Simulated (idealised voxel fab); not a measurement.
Name of the process module below: voxel released beams
Section cut is 275 nm wide and gridded with 5 nm square cells.
Cross-section format: a grid of square cells, given as bands from top to bottom; each band is one or more rows of cells. A band entry consists of two parts. The first gives the height of the band's top and the height of its bottom, in nm. The rest lists the band's materials from left to right, each with its width in nm. A single material labelled with the word "full width" fills the band from edge to edge, and the word "blank" marks empty space. Zero point of the height axis is 0; under it, received wafer = one material. Lowest band: continues down indefinitely, "0 down". Think of "30..40" as a width that walks from the first number to the second as you go down the band, top row to bottom row, taking equal-sized steps from row to row. Basically "nothing changed" means that step didn't change any cell in the cross-section. Closed empty spaces (no open way to the top) of 8 cells or more are what "Cavities, closed" lists, each as width x height at distance from the left edge, nm for all three. Post-settings text on a step line: simulator's own remark regarding the step. A step's line can hold "overlay nm"; with a mask on that step, the setting says how far right of the planned place the mask lay, while a negative setting says it lay to the left.
### The process steps that were planned are listed below
1) RECEIVE, material Si
2) CONFORMAL_DEP, material SiN, thk nm 5
3) DIRECTIONAL_DEP, material SiO2, thk nm 15
4) DIRECTIONAL_DEP, material aC, thk nm 15
5) PATTERN, tone open, mask id ANCHOR, material resist, width nm 35, thk nm 35, overlay nm 0
6) DIRECTIONAL_ETCH, etch materials aC, depth nm 15
7) STRIP, etch materials resist
8) DIRECTIONAL_ETCH, etch materials SiO2, depth nm 15
9) STRIP, etch materials aC
10) CONFORMAL_DEP, material W, thk nm 15
11) MASKED_ETCH, tone cover, mask id BEAM, width nm 90, etch materials W, depth nm 15, overlay nm 0
12) STRIP, etch materials SiO2
### Here's what the wafer looked like in cross-section when it arrived - that's after step 1
    0 down: Si full width
    Cavities, closed: none
### Starting structure and process plan are as shown above, but one mistake was made in running the module; the wafer cross-section at the end of the module follows
    35 to 20: 100 blank / 10 W / 5 blank / 75 W / 85 blank
    20 to 5: 95 blank / 35 W / 145 blank
    5 to 0: SiN full width
    0 down: Si full width
    Cavities, closed: none
Where did the run depart from the plan? in deviation from the planned setting, step 11 was conducted as MASKED_ETCH, tone cover, mask id BEAM, width nm 90, etch materials W, depth nm 15, overlay nm 10
